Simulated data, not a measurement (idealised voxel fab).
The following process module bears the name voxel air gaps.
215 nm wide, 5 nm square cells: that's cross-section cut.
In this document a cross-section is written as a grid of square cells. It is given as a series of bands, listed from the top down, and a band is one or more rows of cells.
Look at the band entry: it leads with the top's height and the bottom's height in nm. Then it lists the materials left to right, with a width in nm for each. The word "throughout" on a single material says that material fills the band edge to edge. The word "air" is empty space.
Basically, 0 is our baseline, since under it the wafer straight out of the box is all one material. The bottom band has no lower end and keeps on going down, so it looks like "0..down".
It should be noted that a width expressed as "30->40" varies in equal increments from row to row of cells within the band, taking the value of the first number at the top row and that of the second number at the bottom row.
"stayed the same" (step): cross-section cells unchanged, all of them.
"Closed internal cavities": empty spaces of 8 cells or more with no open way to the top, each given as width x height at distance, distance from the left edge, all in nm.
Post-settings text on a step line: simulator's own remark regarding the step.
Steps that use a mask can have "overlay nm" on their line. It says how far the mask sat to the right of where it was meant to be. Negative means to the left.
## Here's what the planned process steps look like
- 1: RECEIVE [material Si]
- 2: CONFORMAL_DEP [material SiO2] [thk nm 10]
- 3: CONFORMAL_DEP [material SiCN] [thk nm 5]
- 4: DIRECTIONAL_DEP [material lowk] [thk nm 35]
- 5: MASKED_ETCH [tone open] [mask id LINES] [width nm 20] [pitch nm 50] [etch materials lowk] [depth nm 35] [overlay nm 0]
- 6: CONFORMAL_DEP [material TiN] [thk nm 5]
- 7: FILL_DEP [material Ru] [thk nm 10]
- 8: CMP [height nm 50]
- 9: EPI [material Ru] [thk nm 10]
- 10: SELECTIVE_ETCH [etch materials lowk] [depth nm 45]
- 11: CONFORMAL_DEP [material SiCN] [thk nm 5]
## On the first of the two wafers: run conducted according to plan
## Cross-section: wafer on arrival = after step 1
    0..down: Si throughout
    Closed internal cavities: none
## How the wafer stands in section after step 2
    10..0: SiO2 throughout
    For the remainder of the cross-section, below 0, there is no change.
## How the wafer stands in section after step 3
    15..10: SiCN throughout
    For the remainder of the cross-section, below 10, there is no change.
## How the wafer stands in section after step 4
    50..15: lowk throughout
    For the remainder of the cross-section, below 15, there is no change.
## How the wafer stands in section after step 5
    50..15: lowk 20; air 20; lowk 30; air 20; lowk 30; air 20; lowk 30; air 20; lowk 25
    For the remainder of the cross-section, below 15, there is no change.
## How the wafer stands in section after step 6
    55..50: TiN 25; air 10; TiN 40; air 10; TiN 40; air 10; TiN 40; air 10; TiN 30
    50..20: lowk 20; TiN 5; air 10; TiN 5; lowk 30; TiN 5; air 10; TiN 5; lowk 30; TiN 5; air 10; TiN 5; lowk 30; TiN 5; air 10; TiN 5; lowk 25
    20..15: lowk 20; TiN 20; lowk 30; TiN 20; lowk 30; TiN 20; lowk 30; TiN 20; lowk 25
    For the remainder of the cross-section, below 15, there is no change.
## How the wafer stands in section after step 7
    65..55: Ru throughout
    55..50: TiN 25; Ru 10; TiN 40; Ru 10; TiN 40; Ru 10; TiN 40; Ru 10; TiN 30
    50..20: lowk 20; TiN 5; Ru 10; TiN 5; lowk 30; TiN 5; Ru 10; TiN 5; lowk 30; TiN 5; Ru 10; TiN 5; lowk 30; TiN 5; Ru 10; TiN 5; lowk 25
    For the remainder of the cross-section, below 20, there is no change.
## How the wafer stands in section after step 8
    50..20: lowk 20; TiN 5; Ru 10; TiN 5; lowk 30; TiN 5; Ru 10; TiN 5; lowk 30; TiN 5; Ru 10; TiN 5; lowk 30; TiN 5; Ru 10; TiN 5; lowk 25
    For the remainder of the cross-section, below 20, there is no change.
## How the wafer stands in section after step 9
    60..50: air 10; Ru 40; air 10; Ru 40; air 10; Ru 40; air 10; Ru 40; air 15
    For the remainder of the cross-section, below 50, there is no change.
## How the wafer stands in section after step 10
    60..50: air 10; Ru 40; air 10; Ru 40; air 10; Ru 40; air 10; Ru 40; air 15
    50..20: air 20; TiN 5; Ru 10; TiN 5; air 30; TiN 5; Ru 10; TiN 5; air 30; TiN 5; Ru 10; TiN 5; air 30; TiN 5; Ru 10; TiN 5; air 25
    20..15: air 20; TiN 20; air 30; TiN 20; air 30; TiN 20; air 30; TiN 20; air 25
    For the remainder of the cross-section, below 15, there is no change.
## How the wafer stands in section after step 11
    65..60: air 5; SiCN 200; air 10
    60..50: air 5; SiCN 5; Ru 40; SiCN 10; Ru 40; SiCN 10; Ru 40; SiCN 10; Ru 40; SiCN 5; air 10
    50..45: air 5; SiCN 15; TiN 5; Ru 10; TiN 5; SiCN 30; TiN 5; Ru 10; TiN 5; SiCN 30; TiN 5; Ru 10; TiN 5; SiCN 30; TiN 5; Ru 10; TiN 5; SiCN 15; air 10
    45..20: air 15; SiCN 5; TiN 5; Ru 10; TiN 5; SiCN 5; air 20; SiCN 5; TiN 5; Ru 10; TiN 5; SiCN 5; air 20; SiCN 5; TiN 5; Ru 10; TiN 5; SiCN 5; air 20; SiCN 5; TiN 5; Ru 10; TiN 5; SiCN 5; air 20
    20..15: SiCN 20; TiN 20; SiCN 30; TiN 20; SiCN 30; TiN 20; SiCN 30; TiN 20; SiCN 25
    For the remainder of the cross-section, below 15, there is no change.
    Closed internal cavities: 20 x 25 at 45; 20 x 25 at 95; 20 x 25 at 145
## Companion wafer, the second of two: same beginning, same intended sequence, one mistake in carrying it out; through step 4 inclusive it tracks the first exactly
## Second wafer, cut view, end of step 5 per plan
    50..15: lowk 25; air 15; lowk 35; air 15; lowk 35; air 15; lowk 35; air 15; lowk 25
    For the remainder of the cross-section, below 15, there is no change.
## Second wafer, cut view, end of step 6 per plan
    55..50: TiN 30; air 5; TiN 45; air 5; TiN 45; air 5; TiN 45; air 5; TiN 30
    50..20: lowk 25; TiN 5; air 5; TiN 5; lowk 35; TiN 5; air 5; TiN 5; lowk 35; TiN 5; air 5; TiN 5; lowk 35; TiN 5; air 5; TiN 5; lowk 25
    20..15: lowk 25; TiN 15; lowk 35; TiN 15; lowk 35; TiN 15; lowk 35; TiN 15; lowk 25
    For the remainder of the cross-section, below 15, there is no change.
## Second wafer, cut view, end of step 7 per plan
    65..55: Ru throughout
    55..50: TiN 30; Ru 5; TiN 45; Ru 5; TiN 45; Ru 5; TiN 45; Ru 5; TiN 30
    50..20: lowk 25; TiN 5; Ru 5; TiN 5; lowk 35; TiN 5; Ru 5; TiN 5; lowk 35; TiN 5; Ru 5; TiN 5; lowk 35; TiN 5; Ru 5; TiN 5; lowk 25
    For the remainder of the cross-section, below 20, there is no change.
## Second wafer, cut view, end of step 8 per plan
    50..20: lowk 25; TiN 5; Ru 5; TiN 5; lowk 35; TiN 5; Ru 5; TiN 5; lowk 35; TiN 5; Ru 5; TiN 5; lowk 35; TiN 5; Ru 5; TiN 5; lowk 25
    For the remainder of the cross-section, below 20, there is no change.
## Second wafer, cut view, end of step 9 per plan
    60..50: air 15; Ru 35; air 15; Ru 35; air 15; Ru 35; air 15; Ru 35; air 15
    For the remainder of the cross-section, below 50, there is no change.
## Second wafer, cut view, end of step 10 per plan
    60..50: air 15; Ru 35; air 15; Ru 35; air 15; Ru 35; air 15; Ru 35; air 15
    50..20: air 25; TiN 5; Ru 5; TiN 5; air 35; TiN 5; Ru 5; TiN 5; air 35; TiN 5; Ru 5; TiN 5; air 35; TiN 5; Ru 5; TiN 5; air 25
    20..15: air 25; TiN 15; air 35; TiN 15; air 35; TiN 15; air 35; TiN 15; air 25
    For the remainder of the cross-section, below 15, there is no change.
## Second wafer, cut view, end of step 11 per plan
    65..60: air 10; SiCN 45; air 5; SiCN 45; air 5; SiCN 45; air 5; SiCN 45; air 10
    60..50: air 10; SiCN 5; Ru 35; SiCN 5; air 5; SiCN 5; Ru 35; SiCN 5; air 5; SiCN 5; Ru 35; SiCN 5; air 5; SiCN 5; Ru 35; SiCN 5; air 10
    50..45: air 10; SiCN 15; TiN 5; Ru 5; TiN 5; SiCN 15; air 5; SiCN 15; TiN 5; Ru 5; TiN 5; SiCN 15; air 5; SiCN 15; TiN 5; Ru 5; TiN 5; SiCN 15; air 5; SiCN 15; TiN 5; Ru 5; TiN 5; SiCN 15; air 10
    45..20: air 20; SiCN 5; TiN 5; Ru 5; TiN 5; SiCN 5; air 25; SiCN 5; TiN 5; Ru 5; TiN 5; SiCN 5; air 25; SiCN 5; TiN 5; Ru 5; TiN 5; SiCN 5; air 25; SiCN 5; TiN 5; Ru 5; TiN 5; SiCN 5; air 20
    20..15: SiCN 25; TiN 15; SiCN 35; TiN 15; SiCN 35; TiN 15; SiCN 35; TiN 15; SiCN 25
    For the remainder of the cross-section, below 15, there is no change.
Misprocessing identified: not per plan at step 5, really ran MASKED_ETCH [tone open] [mask id LINES] [width nm 15] [pitch nm 50] [etch materials lowk] [depth nm 35] [overlay nm 0]
Upon completion, the second wafer contains, in terms of cells, a greater or smaller amount of certain materials than the first wafer: Ru -32, TiN -4
Long story short, the first wafer ends with 3 closed voids and the second one with 0.
